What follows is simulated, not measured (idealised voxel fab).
Process module name: voxel plated lines
Cross-section cut: width 215 nm, square cells of 5 nm.
Cross-section = grid of square cells, listed top down in bands; band = one or more rows.
Top, bottom (nm), then materials left to right with widths (nm); lone material tagged "full width" fills the whole band edge to edge; "blank" = empty space.
Convention: height 0 is the level below which the wafer, as received, is all one material. The lowest band does not terminate at the bottom but continues downward, represented as "z 0 and below".
Width: "30 to 40" (first number = top row, second number = bottom row, same change from row to row of cells).
No cell of the cross-section changed in a step that is given as "identical to before".
Empty spaces counting at least 8 cells and having no open way to the top are listed in "Sealed void inventory". The notation width x height at distance is used for each, the distance being from the left edge and all three values in nm.
The remark found on a step's line after its settings is issued by the simulator itself and pertains to that step.
"overlay nm", when on a step's line for a step with a mask, measures how far to the right of its planned place the mask lay; a negative measure means to the left.
-- Planned step list for the process
1. RECEIVE with material Si
2. CONFORMAL_DEP with material SiO2, thk nm 15
3. DIRECTIONAL_DEP with material TiN, thk nm 5
4. PATTERN with tone open, mask id LINES, material resist, width nm 20, pitch nm 40, thk nm 40, overlay nm 0
5. EPI with material Ru, thk nm 10
6. EPI with material Ru, thk nm 5
7. EPI with material Ru, thk nm 5
8. STRIP with etch materials resist
9. DIRECTIONAL_ETCH with etch materials TiN, depth nm 5
10. CONFORMAL_DEP with material SiN, thk nm 10
-- The cross-section here shows the wafer as received, i.e. in its state after step 1
> z 0 and below: Si full width
> Sealed void inventory: none
-- Cross-section, end of module. Start: as above. Plan: as above. Execution: one mistake
> z 50 to 40: SiN full width
> z 40 to 20: 55 Ru; 20 SiN; 20 Ru; 20 SiN; 20 Ru; 20 SiN; 60 Ru
> z 20 to 15: 55 TiN; 20 SiN; 20 TiN; 20 SiN; 20 TiN; 20 SiN; 60 TiN
> z 15 to 0: SiO2 full width
> z 0 and below: Si full width
> Sealed void inventory: none
Error vs. plan: planned and actual differ for step 4; actual: PATTERN with tone cover, mask id LINES, material resist, width nm 20, pitch nm 40, thk nm 40, overlay nm 0
